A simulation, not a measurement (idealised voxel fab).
You're looking at the process module voxel local oxidation.
Cross-section cut: width 175 nm, square cells of 5 nm.
Cross-section = grid of square cells, listed top down in bands; band = one or more rows. What a band's entry tells you: where the top is and where the bottom is, as heights in nm, and after that what lies inside, material by material from left to right, each with its width in nm. Empty space is written as the word "empty", and a single material marked with the word "edge to edge" occupies the band from edge to edge. Heights are expressed relative to 0, this being the level below which the as-received wafer comprises one material exclusively. The lowest band is unbounded in the downward direction and is denoted as in "0 nm and below". Width spec "30 to 40" -> top row of cells at first value, bottom row at second value, equal per-row change in between. Basically "identical to before" means that step didn't change any cell in the cross-section. Closed empty spaces (no open way to the top) of 8 cells or more are what "Trapped cavities" lists, each as width x height at distance from the left edge, nm for all three. It should be noted that, on the line of a given step, the content following the step's settings is a remark produced by the simulator itself with respect to that step. overlay nm: on a step with a mask, how far right of its planned place the mask lay; negative means left.

Process steps (planned):
1) RECEIVE with material Si
2) OXIDIZE with depth nm 5
3) CONFORMAL_DEP with material SiN, thk nm 10
4) PATTERN with tone cover, mask id ACTIVE, material resist, width nm 130, thk nm 15, overlay nm 0
5) DIRECTIONAL_ETCH with etch materials SiN, depth nm 10
6) STRIP with etch materials resist
7) SELECTIVE_ETCH with etch materials SiO2, depth nm 5
8) OXIDIZE with depth nm 10
9) STRIP with etch materials SiN

As-received state of the wafer in cross-section, equivalent to post-step 1:
> 0 nm and below = Si edge to edge
> Trapped cavities: none

End-of-module XS, first of two wafers, run as planned:
> 0 nm to -5 nm = empty (25)  SiO2 (120)  empty (30)
> -5 nm to -15 nm = SiO2 (35)  Si (100)  SiO2 (40)
> -15 nm and below = Si edge to edge
> Trapped cavities: none

End of module, second wafer, cross-section. Started like the first, planned like the first, run with one mistake:
> 0 nm to -5 nm = SiO2 (15)  empty (140)  SiO2 (20)
> -5 nm to -15 nm = Si (5)  SiO2 (160)  Si (10)
> -15 nm and below = Si edge to edge
> Trapped cavities: none
Deviation from plan: step 4 ran as: PATTERN with tone open, mask id ACTIVE, material resist, width nm 130, thk nm 15, overlay nm 0
Final comparison by cell count, materials where the second wafer has more or fewer than the first: Si: 34 fewer, SiO2: 17 more
